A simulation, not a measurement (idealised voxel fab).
The name of this process module is voxel fin reveal.
This is section cut - it's 215 nm across, gridded in 5 nm square cells.
Just so we're on the same page, the cross-sections are grids of square cells, and they're listed out in bands top to bottom, each band one or more rows deep.
Read a band's entry like this: the first values are the height of its top and the height of its bottom in nm, and what follows is the sequence of materials from left to right, each with its width in nm. Note that "air" is empty space, and that a single material marked "full width" reaches across the band from edge to edge.
Height reference: 0 = level under which incoming wafer is all one material. Lowest band: no bottom, runs on downward, e.g. "0 -> down".
Top row gets the first number, bottom row gets the second, and each row in between changes by the same step: that is how a band width like "30..40" works.
Reading "remained unchanged" for a step: not a cell of the cross-section changed in it.
Any empty space of 8 cells or more lacking an open way to the top shows up in "Closed void catalog" as width x height at distance, distance from the left edge, in nm.
Where a step's line continues beyond its settings, the continuation is a remark by the simulator itself on that step.
Steps that use a mask can have "overlay nm" on their line. It says how far the mask sat to the right of where it was meant to be. Negative means to the left.
PLANNED PROCESS STEPS
1,op RECEIVE | material Si
2,op CONFORMAL_DEP | material SiN | thk nm 10
3,op MASKED_ETCH | tone cover | mask id FINS | width nm 15 | pitch nm 35 | etch materials SiN | depth nm 10 | overlay nm 0
4,op MASKED_ETCH | tone cover | mask id FINS | width nm 15 | pitch nm 35 | etch materials Si | depth nm 35 | overlay nm 0
5,op FILL_DEP | material SiO2 | thk nm 10
6,op CMP | height nm 10
7,op SELECTIVE_ETCH | etch materials SiO2 | depth nm 20
8,op STRIP | etch materials SiN
9,op CONFORMAL_DEP | material SiO2 | thk nm 5
SHOWN IN CROSS-SECTION IS THE WAFER AS RECEIVED, THAT IS, AS IT STANDS AFTER STEP 1
* 0 -> down | Si full width
* Closed void catalog: none
END-OF-MODULE XS, FIRST OF TWO WAFERS, RUN AS PLANNED
* 5 -> 0 | air 75, SiO2 25, air 10, SiO2 25, air 80
* 0 -> -5 | air 75, SiO2 5, Si 15, SiO2 5, air 10, SiO2 5, Si 15, SiO2 5, air 80
* -5 -> -35 | SiO2 80, Si 15, SiO2 20, Si 15, SiO2 85
* -35 -> down | Si full width
* Closed void catalog: none
HERE IS THE SECOND OF THE TWO WAFERS CUT OPEN AT THE END OF THE MODULE - SAME START, SAME PLAN AS THE FIRST ONE, BUT WE MADE ONE MISTAKE RUNNING IT
* 5 -> 0 | air 75, SiN 25, air 10, SiN 25, air 80
* 0 -> -5 | air 75, SiN 5, Si 15, SiN 5, air 10, SiN 5, Si 15, SiN 5, air 80
* -5 -> -10 | SiN 80, Si 15, SiN 20, Si 15, SiN 85
* -10 -> -35 | SiO2 80, Si 15, SiO2 20, Si 15, SiO2 85
* -35 -> down | Si full width
* Closed void catalog: none
So what did we get wrong on this run? note that step 9 departed from the planned setting and was carried out as op CONFORMAL_DEP | material SiN | thk nm 5
Count the cells at the end and the second wafer has more or fewer of some materials than the first: SiN +51, SiO2 -51
